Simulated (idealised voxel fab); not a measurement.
Process module in this document: voxel quadruple lines
Section cut is 255 nm wide and gridded with 5 nm square cells.
Cross-section layout: square cells on a grid; listed as bands, top to bottom; a band spans one or more cell rows. Heights first: top, then bottom, in nm. Then materials, left to right, each with a width in nm. "everywhere" on a single material: fills the band edge to edge. "blank": empty space. Counting heights begins at 0, where everything beneath is, in the wafer as received, one material. The lowest band has no bottom; it goes on downwards, as "0 nm and below" shows. Top row gets the first number, bottom row gets the second, and each row in between changes by the same step: that is how a band width like "30..40" works. Any step labelled "left unchanged" changed none of the cells in the cross-section. For the entry "Enclosed void listing", the listed items are empty spaces with no open way to the top whose size is 8 cells or more; each item follows the pattern width x height at distance, where distance is from the left edge and all three are in nm. Where a step's line continues beyond its settings, the continuation is a remark by the simulator itself on that step. The "overlay nm" setting may appear on a step's line; for a step that uses a mask, it gives how far to the right of its planned position the mask lay, and a negative value indicates the left.
Process steps foreseen in the plan:
1) RECEIVE: material Si
2) CONFORMAL_DEP: material SiO2, thk nm 10
3) DIRECTIONAL_DEP: material Ru, thk nm 10
4) DIRECTIONAL_DEP: material polySi, thk nm 20
5) DIRECTIONAL_DEP: material aC, thk nm 20
6) PATTERN: tone cover, mask id MANDREL, material resist, width nm 35, thk nm 30, overlay nm 0
7) DIRECTIONAL_ETCH: etch materials aC, depth nm 20
8) STRIP: etch materials resist
9) CONFORMAL_DEP: material SiO2, thk nm 15
10) DIRECTIONAL_ETCH: etch materials SiO2, depth nm 15
11) STRIP: etch materials aC
12) DIRECTIONAL_ETCH: etch materials polySi, depth nm 20
13) STRIP: etch materials SiO2
14) CONFORMAL_DEP: material SiCN, thk nm 10
15) DIRECTIONAL_ETCH: etch materials SiCN, depth nm 10
16) STRIP: etch materials polySi
17) DIRECTIONAL_ETCH: etch materials Ru, depth nm 10
18) STRIP: etch materials SiCN
19) FILL_DEP: material lowk, thk nm 5
20) CMP: height nm 20
On the first of the two wafers: run conducted according to plan:
Cross-section of the incoming wafer, state after step 1:
> 0 nm and below = Si everywhere
> Enclosed void listing: none
Cross-section of the wafer subsequent to step 2:
> 10 nm to 0 nm = SiO2 everywhere
> Below a height of 0, the structure has not been altered.
Cross-section of the wafer subsequent to step 3:
> 20 nm to 10 nm = Ru everywhere
> Below a height of 10, the structure has not been altered.
Cross-section of the wafer subsequent to step 4:
> 40 nm to 20 nm = polySi everywhere
> Below a height of 20, the structure has not been altered.
Cross-section of the wafer subsequent to step 5:
> 60 nm to 40 nm = aC everywhere
> Below a height of 40, the structure has not been altered.
Cross-section of the wafer subsequent to step 6:
> 90 nm to 60 nm = blank 110 | resist 35 | blank 110
> Below a height of 60, the structure has not been altered.
Cross-section of the wafer subsequent to step 7:
> 70 nm to 60 nm = blank 110 | resist 35 | blank 110
> 60 nm to 40 nm = blank 110 | aC 35 | blank 110
> Below a height of 40, the structure has not been altered.
Cross-section of the wafer subsequent to step 8:
> 60 nm to 40 nm = blank 110 | aC 35 | blank 110
> Below a height of 40, the structure has not been altered.
Cross-section of the wafer subsequent to step 9:
> 75 nm to 60 nm = blank 95 | SiO2 65 | blank 95
> 60 nm to 55 nm = blank 95 | SiO2 15 | aC 35 | SiO2 15 | blank 95
> 55 nm to 40 nm = SiO2 110 | aC 35 | SiO2 110
> Below a height of 40, the structure has not been altered.
Cross-section of the wafer subsequent to step 10:
> 60 nm to 40 nm = blank 95 | SiO2 15 | aC 35 | SiO2 15 | blank 95
> Below a height of 40, the structure has not been altered.
Cross-section of the wafer subsequent to step 11:
> 60 nm to 40 nm = blank 95 | SiO2 15 | blank 35 | SiO2 15 | blank 95
> Below a height of 40, the structure has not been altered.
Cross-section of the wafer subsequent to step 12:
> 60 nm to 40 nm = blank 95 | SiO2 15 | blank 35 | SiO2 15 | blank 95
> 40 nm to 20 nm = blank 95 | polySi 15 | blank 35 | polySi 15 | blank 95
> Below a height of 20, the structure has not been altered.
Cross-section of the wafer subsequent to step 13:
> 40 nm to 20 nm = blank 95 | polySi 15 | blank 35 | polySi 15 | blank 95
> Below a height of 20, the structure has not been altered.
Cross-section of the wafer subsequent to step 14:
> 50 nm to 40 nm = blank 85 | SiCN 35 | blank 15 | SiCN 35 | blank 85
> 40 nm to 30 nm = blank 85 | SiCN 10 | polySi 15 | SiCN 10 | blank 15 | SiCN 10 | polySi 15 | SiCN 10 | blank 85
> 30 nm to 20 nm = SiCN 95 | polySi 15 | SiCN 35 | polySi 15 | SiCN 95
> Below a height of 20, the structure has not been altered.
Cross-section of the wafer subsequent to step 15:
> 40 nm to 20 nm = blank 85 | SiCN 10 | polySi 15 | SiCN 10 | blank 15 | SiCN 10 | polySi 15 | SiCN 10 | blank 85
> Below a height of 20, the structure has not been altered.
Cross-section of the wafer subsequent to step 16:
> 40 nm to 20 nm = blank 85 | SiCN 10 | blank 15 | SiCN 10 | blank 15 | SiCN 10 | blank 15 | SiCN 10 | blank 85
> Below a height of 20, the structure has not been altered.
Cross-section of the wafer subsequent to step 17:
> 40 nm to 20 nm = blank 85 | SiCN 10 | blank 15 | SiCN 10 | blank 15 | SiCN 10 | blank 15 | SiCN 10 | blank 85
> 20 nm to 10 nm = blank 85 | Ru 10 | blank 15 | Ru 10 | blank 15 | Ru 10 | blank 15 | Ru 10 | blank 85
> Below a height of 10, the structure has not been altered.
Cross-section of the wafer subsequent to step 18:
> 20 nm to 10 nm = blank 85 | Ru 10 | blank 15 | Ru 10 | blank 15 | Ru 10 | blank 15 | Ru 10 | blank 85
> Below a height of 10, the structure has not been altered.
Cross-section of the wafer subsequent to step 19:
> 25 nm to 20 nm = lowk everywhere
> 20 nm to 10 nm = lowk 85 | Ru 10 | lowk 15 | Ru 10 | lowk 15 | Ru 10 | lowk 15 | Ru 10 | lowk 85
> Below a height of 10, the structure has not been altered.
Cross-section of the wafer subsequent to step 20:
> 20 nm to 10 nm = lowk 85 | Ru 10 | lowk 15 | Ru 10 | lowk 15 | Ru 10 | lowk 15 | Ru 10 | lowk 85
> Below a height of 10, the structure has not been altered.
Second wafer - shared start and plan with the first - one error in running - same as the first up to step 5 inclusive:
Second wafer profile in section, at the moment step 6 of the plan was meant to be complete:
> 90 nm to 60 nm = blank 110 | resist 40 | blank 105
> Below a height of 60, the structure has not been altered.
Second wafer profile in section, at the moment step 7 of the plan was meant to be complete:
> 70 nm to 60 nm = blank 110 | resist 40 | blank 105
> 60 nm to 40 nm = blank 110 | aC 40 | blank 105
> Below a height of 40, the structure has not been altered.
Second wafer profile in section, at the moment step 8 of the plan was meant to be complete:
> 60 nm to 40 nm = blank 110 | aC 40 | blank 105
> Below a height of 40, the structure has not been altered.
Second wafer profile in section, at the moment step 9 of the plan was meant to be complete:
> 75 nm to 60 nm = blank 95 | SiO2 70 | blank 90
> 60 nm to 55 nm = blank 95 | SiO2 15 | aC 40 | SiO2 15 | blank 90
> 55 nm to 40 nm = SiO2 110 | aC 40 | SiO2 105
> Below a height of 40, the structure has not been altered.
Second wafer profile in section, at the moment step 10 of the plan was meant to be complete:
> 60 nm to 40 nm = blank 95 | SiO2 15 | aC 40 | SiO2 15 | blank 90
> Below a height of 40, the structure has not been altered.
Second wafer profile in section, at the moment step 11 of the plan was meant to be complete:
> 60 nm to 40 nm = blank 95 | SiO2 15 | blank 40 | SiO2 15 | blank 90
> Below a height of 40, the structure has not been altered.
Second wafer profile in section, at the moment step 12 of the plan was meant to be complete:
> 60 nm to 40 nm = blank 95 | SiO2 15 | blank 40 | SiO2 15 | blank 90
> 40 nm to 20 nm = blank 95 | polySi 15 | blank 40 | polySi 15 | blank 90
> Below a height of 20, the structure has not been altered.
Second wafer profile in section, at the moment step 13 of the plan was meant to be complete:
> 40 nm to 20 nm = blank 95 | polySi 15 | blank 40 | polySi 15 | blank 90
> Below a height of 20, the structure has not been altered.
Second wafer profile in section, at the moment step 14 of the plan was meant to be complete:
> 50 nm to 40 nm = blank 85 | SiCN 35 | blank 20 | SiCN 35 | blank 80
> 40 nm to 30 nm = blank 85 | SiCN 10 | polySi 15 | SiCN 10 | blank 20 | SiCN 10 | polySi 15 | SiCN 10 | blank 80
> 30 nm to 20 nm = SiCN 95 | polySi 15 | SiCN 40 | polySi 15 | SiCN 90
> Below a height of 20, the structure has not been altered.
Second wafer profile in section, at the moment step 15 of the plan was meant to be complete:
> 40 nm to 20 nm = blank 85 | SiCN 10 | polySi 15 | SiCN 10 | blank 20 | SiCN 10 | polySi 15 | SiCN 10 | blank 80
> Below a height of 20, the structure has not been altered.
Second wafer profile in section, at the moment step 16 of the plan was meant to be complete:
> 40 nm to 20 nm = blank 85 | SiCN 10 | blank 15 | SiCN 10 | blank 20 | SiCN 10 | blank 15 | SiCN 10 | blank 80
> Below a height of 20, the structure has not been altered.
Second wafer profile in section, at the moment step 17 of the plan was meant to be complete:
> 40 nm to 20 nm = blank 85 | SiCN 10 | blank 15 | SiCN 10 | blank 20 | SiCN 10 | blank 15 | SiCN 10 | blank 80
> 20 nm to 10 nm = blank 85 | Ru 10 | blank 15 | Ru 10 | blank 20 | Ru 10 | blank 15 | Ru 10 | blank 80
> Below a height of 10, the structure has not been altered.
Second wafer profile in section, at the moment step 18 of the plan was meant to be complete:
> 20 nm to 10 nm = blank 85 | Ru 10 | blank 15 | Ru 10 | blank 20 | Ru 10 | blank 15 | Ru 10 | blank 80
> Below a height of 10, the structure has not been altered.
Second wafer profile in section, at the moment step 19 of the plan was meant to be complete:
> 25 nm to 20 nm = lowk everywhere
> 20 nm to 10 nm = lowk 85 | Ru 10 | lowk 15 | Ru 10 | lowk 20 | Ru 10 | lowk 15 | Ru 10 | lowk 80
> Below a height of 10, the structure has not been altered.
Second wafer profile in section, at the moment step 20 of the plan was meant to be complete:
> 20 nm to 10 nm = lowk 85 | Ru 10 | lowk 15 | Ru 10 | lowk 20 | Ru 10 | lowk 15 | Ru 10 | lowk 80
> Below a height of 10, the structure has not been altered.
Against the plan, the run slipped here: planned and actual differ for step 6; actual: PATTERN: tone cover, mask id MANDREL, material resist, width nm 40, thk nm 30, overlay nm 0
At the end, each material covers as many cells on the second wafer as it does on the first, though the cells it covers are elsewhere.
